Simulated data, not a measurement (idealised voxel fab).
Herein follows the process module entitled voxel ribs on slabs.
Square cells of 5 nm make up the cross-section cut, whose width is 195 nm.
Think of the cross-section as a grid of square cells. We describe it in bands, top to bottom, and each band covers one or more rows of those cells. Top, bottom (nm), then materials left to right with widths (nm); lone material tagged "throughout" fills the whole band edge to edge; "air" = empty space. Zero point of the height axis is 0; under it, received wafer = one material. Lowest band: continues down indefinitely, "0..down". A width given as "30->40" starts at the first number in the band's top row and ends at the second number in its bottom row, shifting by an equal amount at every step from row to row. A step reported as "changes: none" is a step in which no cell of the cross-section changed. This entry, "Closed void register", enumerates those empty regions of no fewer than 8 cells that possess no open connection to the top. Each region is reported in the form width x height at distance, the distance being taken from the left edge, with all three quantities expressed in nm. That trailing text on a step's line, after the settings, is the simulator's own remark on the step. The "overlay nm" setting may appear on a step's line; for a step that uses a mask, it gives how far to the right of its planned position the mask lay, and a negative value indicates the left.

### So here's the lineup of process steps we planned
1) RECEIVE [material Si]
2) DIRECTIONAL_DEP [material SiO2] [thk nm 25]
3) DIRECTIONAL_DEP [material SiN] [thk nm 20]
4) DIRECTIONAL_DEP [material aC] [thk nm 15]
5) PATTERN [tone cover] [mask id RIB] [material resist] [width nm 25] [thk nm 30] [overlay nm 0]
6) DIRECTIONAL_ETCH [etch materials aC] [depth nm 15]
7) STRIP [etch materials resist]
8) DIRECTIONAL_ETCH [etch materials SiN] [depth nm 5]
9) STRIP [etch materials aC]
10) MASKED_ETCH [tone cover] [mask id SLAB] [width nm 75] [etch materials SiN] [depth nm 15] [overlay nm 0]
11) FILL_DEP [material SiO2] [thk nm 20]
12) CMP [height nm 50]
13) DIRECTIONAL_DEP [material W] [thk nm 5]
14) PATTERN [tone cover] [mask id HEATER] [material resist] [width nm 35] [thk nm 20] [overlay nm 0]
15) DIRECTIONAL_ETCH [etch materials W] [depth nm 5]
16) STRIP [etch materials resist]
17) CONFORMAL_DEP [material SiO2] [thk nm 10]
Where the wafers of this document differ is in the height nm of step 12; they start out the same, and the plan states the value that applied to the first wafer.

### The first of several wafers as received, shown in cross-section; this is its state after step 1
* 0..down  Si throughout
* Closed void register: none

### Depicted here is the first of several wafers in cross-section, at module completion following the last step, step 17
* 65..60  air 70 nm / SiO2 55 nm / air 70 nm
* 60..55  SiO2 throughout
* 55..50  SiO2 80 nm / W 35 nm / SiO2 80 nm
* 50..45  SiO2 throughout
* 45..40  SiO2 85 nm / SiN 25 nm / SiO2 85 nm
* 40..25  SiO2 60 nm / SiN 75 nm / SiO2 60 nm
* 25..0  SiO2 throughout
* 0..down  Si throughout
* Closed void register: none

### Last-wafer cross-section at the end of the module
* 80..75  air 70 nm / SiO2 55 nm / air 70 nm
* 75..70  SiO2 throughout
* 70..65  SiO2 80 nm / W 35 nm / SiO2 80 nm
* 65..45  SiO2 throughout
* 45..40  SiO2 85 nm / SiN 25 nm / SiO2 85 nm
* 40..25  SiO2 60 nm / SiN 75 nm / SiO2 60 nm
* 25..0  SiO2 throughout
* 0..down  Si throughout
* Closed void register: none

### Below: a row per wafer. Contents at end of module: for every material, cells gained since receipt (+) or lost since receipt (-); then closed voids
height nm 50, +50 SiN, +422 SiO2, +7 W, Closed void register: none
height nm 55, +50 SiN, +461 SiO2, +7 W, Closed void register: none
height nm 60, +50 SiN, +500 SiO2, +7 W, Closed void register: none
height nm 65, +50 SiN, +539 SiO2, +7 W, Closed void register: none
